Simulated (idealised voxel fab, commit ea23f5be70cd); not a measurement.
Process module heading - voxel ribs on slabs
Section shown: cut. Width: 240 nm. Cell size: 5 nm, square.
For the purposes of this document, a cross-section shall be understood as a grid of square cells, specified as bands listed in top-to-bottom order, each band consisting of one or more rows of cells. Top, bottom (nm), then materials left to right with widths (nm); lone material tagged "throughout" fills the whole band edge to edge; "empty" = empty space. Ref level 0: as-received wafer is one material below here. Bottom band extends down with no lower bound ("z 0 and below"). A width given as "30->40" starts at the first number in the band's top row and ends at the second number in its bottom row, shifting by an equal amount at every step from row to row. The cross-section has no changed cell in any step marked "nothing was modified". The label "Entrapped voids" introduces a list of the empty spaces, 8 cells or larger, that have no open way up to the top; each entry in it reads width x height at distance, where the distance is taken from the left edge and all three are stated in nm. Note: text after step settings on the step line = simulator remark on that step. Steps that use a mask can have "overlay nm" on their line. It says how far the mask sat to the right of where it was meant to be. Negative means to the left.
PROCESS STEPS (PLANNED)
1: RECEIVE | material Si
2: DIRECTIONAL_DEP | material SiO2 | thk nm 25
3: DIRECTIONAL_DEP | material SiN | thk nm 25
4: PATTERN | tone cover | mask id RIB | material resist | width nm 30 | thk nm 20 | overlay nm 0
5: DIRECTIONAL_ETCH | etch materials SiN | depth nm 5
6: STRIP | etch materials resist
7: PATTERN | tone cover | mask id SLAB | material resist | width nm 90 | thk nm 15 | overlay nm 0
8: DIRECTIONAL_ETCH | etch materials SiN | depth nm 20
9: STRIP | etch materials resist
10: FILL_DEP | material SiO2 | thk nm 20
11: CMP | height nm 65
12: DIRECTIONAL_DEP | material W | thk nm 5
13: DIRECTIONAL_DEP | material aC | thk nm 10
14: PATTERN | tone cover | mask id HEATER | material resist | width nm 30 | thk nm 30 | overlay nm 0
15: DIRECTIONAL_ETCH | etch materials aC | depth nm 10
16: STRIP | etch materials resist
17: DIRECTIONAL_ETCH | etch materials W | depth nm 5
18: STRIP | etch materials aC
19: CONFORMAL_DEP | material SiO2 | thk nm 5
All wafers enter the flow in the same state. The width nm at step 14 differs from wafer to wafer, and the plan gives the value for the first wafer.
SECTIONAL VIEW: FIRST OF SEVERAL WAFERS, AS RECEIVED, AFTER STEP 1
- z 0 and below: Si throughout
- Entrapped voids: none
END OF MODULE, BY WAFER: MATERIAL-BY-MATERIAL CELL GAIN (+) OR LOSS (-) SINCE RECEIPT, THEN CLOSED VOIDS
width nm 30; +78 SiN; +596 SiO2; +6 W; Entrapped voids: none
width nm 35; +78 SiN; +596 SiO2; +7 W; Entrapped voids: none
width nm 40; +78 SiN; +596 SiO2; +8 W; Entrapped voids: none
width nm 45; +78 SiN; +596 SiO2; +9 W; Entrapped voids: none
width nm 50; +78 SiN; +596 SiO2; +10 W; Entrapped voids: none
width nm 55; +78 SiN; +596 SiO2; +11 W; Entrapped voids: none
